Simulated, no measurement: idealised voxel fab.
The following process module bears the name voxel transistor to metal.
Square cells of 5 nm make up the cross-section cut, whose width is 300 nm.
Cross-sections here: square-cell grids, written as top-down lists of bands, a band being one or more rows of cells. It is stipulated that each band's entry specify, in nanometres, the height of the top of the band and then that of its bottom, followed by the materials of the band in left-to-right sequence, each together with its width in nanometres. A single material marked by the word "all across" is understood to fill the band from edge to edge; the word "empty" is understood to denote empty space. A quick word on heights: they are counted from 0, and under that level the wafer as it came to us is one material throughout. The lowest band is different from the rest in having no bottom; it simply continues downward, written as in "top 0, no bottom". Width: "30..40" (first number = top row, second number = bottom row, same change from row to row of cells). Reading "left unchanged" for a step: not a cell of the cross-section changed in it. Any empty space of 8 cells or more lacking an open way to the top shows up in "Unvented voids" as width x height at distance, distance from the left edge, in nm. On a step's line, text after the settings is the simulator commenting on that step. If you see "overlay nm" on a step's line and that step has a mask, it's telling you how far right of where it was planned the mask ended up; a negative number means it went left instead.

**Process steps (planned)**
| 1 | RECEIVE,material Si |
| 2 | OXIDIZE,depth nm 5 |
| 3 | CONFORMAL_DEP,material SiN,thk nm 10 |
| 4 | PATTERN,tone cover,mask id ACTIVE,material resist,width nm 110,pitch nm 140,thk nm 20,overlay nm 0 |
| 5 | DIRECTIONAL_ETCH,etch materials SiN,depth nm 10 |
| 6 | DIRECTIONAL_ETCH,etch materials SiO2,depth nm 5 |
| 7 | DIRECTIONAL_ETCH,etch materials Si,depth nm 20 |
| 8 | STRIP,etch materials resist |
| 9 | FILL_DEP,material SiO2,thk nm 10 |
| 10 | CMP,height nm 10 |
| 11 | SELECTIVE_ETCH,etch materials SiO2,depth nm 5 |
| 12 | STRIP,etch materials SiN |
| 13 | SELECTIVE_ETCH,etch materials SiO2,depth nm 5 |
| 14 | OXIDIZE,depth nm 5 |
| 15 | DIRECTIONAL_DEP,material polySi,thk nm 25 |
| 16 | DIRECTIONAL_DEP,material SiCN,thk nm 10 |
| 17 | MASKED_ETCH,tone cover,mask id GATE,width nm 20,pitch nm 140,etch materials SiCN,depth nm 20,overlay nm 0 |
| 18 | MASKED_ETCH,tone cover,mask id GATE,width nm 20,pitch nm 140,etch materials polySi,depth nm 35,overlay nm 0 |
| 19 | CONFORMAL_DEP,material SiN,thk nm 5 |
| 20 | DIRECTIONAL_ETCH,etch materials SiN,depth nm 5 |
| 21 | DIRECTIONAL_ETCH,etch materials SiO2,depth nm 5 |
| 22 | DIRECTIONAL_ETCH,etch materials Si,depth nm 15 |
| 23 | EPI,material SiGe,thk nm 15 |
| 24 | FILL_DEP,material SiO2,thk nm 5 |
| 25 | CMP,height nm 30 |
| 26 | DIRECTIONAL_DEP,material SiO2,thk nm 15 |
| 27 | MASKED_ETCH,tone open,mask id CONTACT,width nm 35,etch materials SiO2,depth nm 55,overlay nm 0 |
| 28 | CONFORMAL_DEP,material TiN,thk nm 5 |
| 29 | FILL_DEP,material W,thk nm 5 |
| 30 | CMP,height nm 45 |
| 31 | CONFORMAL_DEP,material SiN,thk nm 5 |
| 32 | DIRECTIONAL_DEP,material lowk,thk nm 25 |
| 33 | MASKED_ETCH,tone open,mask id METAL_1,width nm 20,etch materials lowk,depth nm 25,overlay nm 0 |
| 34 | MASKED_ETCH,tone open,mask id METAL_1,width nm 20,etch materials SiN,depth nm 5,overlay nm 0 |
| 35 | CONFORMAL_DEP,material TiN,thk nm 5 |
| 36 | FILL_DEP,material Ru,thk nm 5 |
| 37 | CMP,height nm 75 |
| 38 | EPI,material Ru,thk nm 5 |
| 39 | FILL_DEP,material SiCN,thk nm 5 |
| 40 | DIRECTIONAL_DEP,material SiO2,thk nm 35 |
| 41 | DIRECTIONAL_DEP,material aC,thk nm 10 |
| 42 | PATTERN,tone open,mask id METAL_2,material resist,width nm 20,pitch nm 140,thk nm 30,overlay nm 0 |
| 43 | DIRECTIONAL_ETCH,etch materials aC,depth nm 10 |
| 44 | STRIP,etch materials resist |
| 45 | DIRECTIONAL_ETCH,etch materials SiO2,depth nm 20 |
| 46 | STRIP,etch materials aC |
| 47 | PATTERN,tone open,mask id METAL_2_HOLES,material resist,width nm 15,pitch nm 140,thk nm 20,overlay nm 0 |
| 48 | DIRECTIONAL_ETCH,etch materials SiO2,depth nm 15 |
| 49 | DIRECTIONAL_ETCH,etch materials SiCN,depth nm 5 |
| 50 | STRIP,etch materials resist |
| 51 | CONFORMAL_DEP,material TiN,thk nm 5 |
| 52 | FILL_DEP,material Ru,thk nm 5 |
| 53 | CMP,height nm 120 |
| 54 | CONFORMAL_DEP,material SiCN,thk nm 5 |

**Cross-section, incoming material, after step 1**
- top 0, no bottom | Si all across
- Unvented voids: none

**End-of-module cross-section. Starting structure and process plan as above; one mistake made in running it**
- top 125, bottom 120 | SiCN all across
- top 120, bottom 105 | SiO2 30 nm, TiN 5 nm, Ru 10 nm, TiN 5 nm, SiO2 120 nm, TiN 5 nm, Ru 10 nm, TiN 5 nm, SiO2 110 nm
- top 105, bottom 100 | SiO2 30 nm, TiN 5 nm, Ru 5 nm, TiN 10 nm, SiO2 120 nm, TiN 5 nm, Ru 5 nm, TiN 10 nm, SiO2 110 nm
- top 100, bottom 85 | SiO2 30 nm, TiN 5 nm, Ru 5 nm, TiN 5 nm, SiO2 125 nm, TiN 5 nm, Ru 5 nm, TiN 5 nm, SiO2 115 nm
- top 85, bottom 80 | SiCN 30 nm, TiN 15 nm, SiCN 125 nm, TiN 15 nm, SiCN 115 nm
- top 80, bottom 75 | SiCN 30 nm, Ru 25 nm, SiCN 55 nm, Ru 25 nm, SiCN 35 nm, Ru 25 nm, SiCN 55 nm, Ru 25 nm, SiCN 25 nm
- top 75, bottom 50 | lowk 35 nm, TiN 5 nm, Ru 5 nm, TiN 5 nm, lowk 65 nm, TiN 5 nm, Ru 5 nm, TiN 5 nm, lowk 45 nm, TiN 5 nm, Ru 5 nm, TiN 5 nm, lowk 65 nm, TiN 5 nm, Ru 5 nm, TiN 5 nm, lowk 30 nm
- top 50, bottom 45 | SiN 35 nm, TiN 15 nm, SiN 65 nm, TiN 15 nm, SiN 45 nm, TiN 15 nm, SiN 65 nm, TiN 15 nm, SiN 30 nm
- top 45, bottom 30 | SiO2 30 nm, TiN 5 nm, W 25 nm, TiN 5 nm, SiO2 30 nm, TiN 5 nm, W 25 nm, TiN 5 nm, SiO2 40 nm, TiN 5 nm, W 25 nm, TiN 5 nm, SiO2 30 nm, TiN 5 nm, W 25 nm, TiN 5 nm, SiO2 30 nm
- top 30, bottom 20 | SiO2 30 nm, TiN 5 nm, W 25 nm, TiN 5 nm, SiN 5 nm, SiCN 20 nm, SiN 5 nm, TiN 5 nm, W 25 nm, TiN 5 nm, SiO2 40 nm, TiN 5 nm, W 25 nm, TiN 5 nm, SiN 5 nm, SiCN 20 nm, SiN 5 nm, TiN 5 nm, W 25 nm, TiN 5 nm, SiO2 30 nm
- top 20, bottom 10 | SiO2 30 nm, TiN 5 nm, W 25 nm, TiN 5 nm, SiN 5 nm, polySi 20 nm, SiN 5 nm, TiN 5 nm, W 25 nm, TiN 5 nm, SiO2 40 nm, TiN 5 nm, W 25 nm, TiN 5 nm, SiN 5 nm, polySi 20 nm, SiN 5 nm, TiN 5 nm, W 25 nm, TiN 5 nm, SiO2 30 nm
- top 10, bottom 5 | SiO2 30 nm, TiN 5 nm, W 10 nm, TiN 20 nm, SiN 5 nm, polySi 20 nm, SiN 5 nm, TiN 20 nm, W 10 nm, TiN 5 nm, SiO2 40 nm, TiN 5 nm, W 10 nm, TiN 20 nm, SiN 5 nm, polySi 20 nm, SiN 5 nm, TiN 20 nm, W 10 nm, TiN 5 nm, SiO2 30 nm
- top 5, bottom 0 | SiO2 30 nm, TiN 5 nm, W 10 nm, TiN 5 nm, SiGe 15 nm, SiN 5 nm, polySi 20 nm, SiN 5 nm, SiGe 15 nm, TiN 5 nm, W 10 nm, TiN 5 nm, SiO2 40 nm, TiN 5 nm, W 10 nm, TiN 5 nm, SiGe 15 nm, SiN 5 nm, polySi 20 nm, SiN 5 nm, SiGe 15 nm, TiN 5 nm, W 10 nm, TiN 5 nm, SiO2 30 nm
- top 0, bottom -5 | SiO2 20 nm, SiN 5 nm, SiO2 5 nm, TiN 5 nm, W 10 nm, TiN 5 nm, SiGe 15 nm, SiN 5 nm, polySi 20 nm, SiN 5 nm, SiGe 15 nm, TiN 5 nm, W 10 nm, TiN 5 nm, SiO2 5 nm, SiN 5 nm, SiO2 20 nm, SiN 5 nm, SiO2 5 nm, TiN 5 nm, W 10 nm, TiN 5 nm, SiGe 15 nm, SiN 5 nm, polySi 20 nm, SiN 5 nm, SiGe 15 nm, TiN 5 nm, W 10 nm, TiN 5 nm, SiO2 5 nm, SiN 5 nm, SiO2 20 nm
- top -5, bottom -10 | SiO2 30 nm, TiN 20 nm, SiGe 15 nm, SiO2 30 nm, SiGe 15 nm, TiN 20 nm, SiO2 40 nm, TiN 20 nm, SiGe 15 nm, SiO2 30 nm, SiGe 15 nm, TiN 20 nm, SiO2 30 nm
- top -10, bottom -25 | SiO2 25 nm, SiGe 40 nm, Si 30 nm, SiGe 40 nm, SiO2 30 nm, SiGe 40 nm, Si 30 nm, SiGe 40 nm, SiO2 25 nm
- top -25, no bottom | Si all across
- Unvented voids: none
Finding, execution versus plan: step 33 went in with a setting other than planned; the actual run was MASKED_ETCH,tone open,mask id METAL_1,width nm 15,etch materials lowk,depth nm 25,overlay nm 0
